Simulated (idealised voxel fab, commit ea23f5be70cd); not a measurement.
Module name: voxel trench capacitor (process module)
This is section cut - it's 245 nm across, gridded in 5 nm square cells.
In this document a cross-section is written as a grid of square cells. It is given as a series of bands, listed from the top down, and a band is one or more rows of cells.
Per band: top height and bottom height in nm, followed by the left-to-right materials and their widths in nm; "edge to edge" marks a single material spanning edge to edge, "air" marks empty space.
It should be noted that heights are counted from 0, beneath which the wafer as supplied is of one material throughout, and that the lowest band possesses no lower boundary but continues downward, as written in "0 -> down".
It should be noted that a width expressed as "30->40" varies in equal increments from row to row of cells within the band, taking the value of the first number at the top row and that of the second number at the bottom row.
You'll sometimes find "nothing got changed" written for a step, and that's the way of saying that nowhere in the cross-section did a cell change during that step.
You'll see "Unvented internal voids" listing empty spaces that have no way open to the top, as long as they're 8 cells or more; the notation is width x height at distance, where the distance is from the left edge, and all of it is in nm.
On a step's line, text after the settings is the simulator commenting on that step.
"overlay nm" on a masked step: distance the mask lay right of its planned place, negative for left.
Planned process steps:
1. RECEIVE [material Si]
2. CONFORMAL_DEP [material SiN] [thk nm 5]
3. PATTERN [tone open] [mask id TRENCH] [material resist] [width nm 30] [pitch nm 45] [thk nm 15] [overlay nm 0]
4. DIRECTIONAL_ETCH [etch materials SiN] [depth nm 5]
5. DIRECTIONAL_ETCH [etch materials Si] [depth nm 40]
6. STRIP [etch materials resist]
7. CONFORMAL_DEP [material HfO2] [thk nm 5]
8. CONFORMAL_DEP [material TiN] [thk nm 5]
9. FILL_DEP [material W] [thk nm 5]
10. CMP [height nm 5]
Wafer at receipt (post step 1), cross-section:
0 -> down | Si edge to edge
Unvented internal voids: none
Module complete - cross-section of the first of two wafers, run according to plan:
5 -> 0 | SiN: 40, HfO2: 5, TiN: 5, W: 10, TiN: 5, HfO2: 5, SiN: 15, HfO2: 5, TiN: 5, W: 10, TiN: 5, HfO2: 5, SiN: 15, HfO2: 5, TiN: 5, W: 10, TiN: 5, HfO2: 5, SiN: 15, HfO2: 5, TiN: 5, W: 10, TiN: 5, HfO2: 5, SiN: 40
0 -> -30 | Si: 40, HfO2: 5, TiN: 5, W: 10, TiN: 5, HfO2: 5, Si: 15, HfO2: 5, TiN: 5, W: 10, TiN: 5, HfO2: 5, Si: 15, HfO2: 5, TiN: 5, W: 10, TiN: 5, HfO2: 5, Si: 15, HfO2: 5, TiN: 5, W: 10, TiN: 5, HfO2: 5, Si: 40
-30 -> -35 | Si: 40, HfO2: 5, TiN: 20, HfO2: 5, Si: 15, HfO2: 5, TiN: 20, HfO2: 5, Si: 15, HfO2: 5, TiN: 20, HfO2: 5, Si: 15, HfO2: 5, TiN: 20, HfO2: 5, Si: 40
-35 -> -40 | Si: 40, HfO2: 30, Si: 15, HfO2: 30, Si: 15, HfO2: 30, Si: 15, HfO2: 30, Si: 40
-40 -> down | Si edge to edge
Unvented internal voids: none
Cross-sectional view: second of two wafers, end of module; start and plan identical to the first, one mistake in running:
5 -> 0 | SiN: 30, HfO2: 5, TiN: 5, W: 10, TiN: 5, HfO2: 5, SiN: 15, HfO2: 5, TiN: 5, W: 10, TiN: 5, HfO2: 5, SiN: 15, HfO2: 5, TiN: 5, W: 10, TiN: 5, HfO2: 5, SiN: 15, HfO2: 5, TiN: 5, W: 10, TiN: 5, HfO2: 5, SiN: 50
0 -> -30 | Si: 30, HfO2: 5, TiN: 5, W: 10, TiN: 5, HfO2: 5, Si: 15, HfO2: 5, TiN: 5, W: 10, TiN: 5, HfO2: 5, Si: 15, HfO2: 5, TiN: 5, W: 10, TiN: 5, HfO2: 5, Si: 15, HfO2: 5, TiN: 5, W: 10, TiN: 5, HfO2: 5, Si: 50
-30 -> -35 | Si: 30, HfO2: 5, TiN: 20, HfO2: 5, Si: 15, HfO2: 5, TiN: 20, HfO2: 5, Si: 15, HfO2: 5, TiN: 20, HfO2: 5, Si: 15, HfO2: 5, TiN: 20, HfO2: 5, Si: 50
-35 -> -40 | Si: 30, HfO2: 30, Si: 15, HfO2: 30, Si: 15, HfO2: 30, Si: 15, HfO2: 30, Si: 50
-40 -> down | Si edge to edge
Unvented internal voids: none
Finding, execution versus plan: step 3 did not happen as planned, as run it was PATTERN [tone open] [mask id TRENCH] [material resist] [width nm 30] [pitch nm 45] [thk nm 15] [overlay nm -10]
At the end, each material covers as many cells on the second wafer as it does on the first, though the cells it covers are elsewhere.
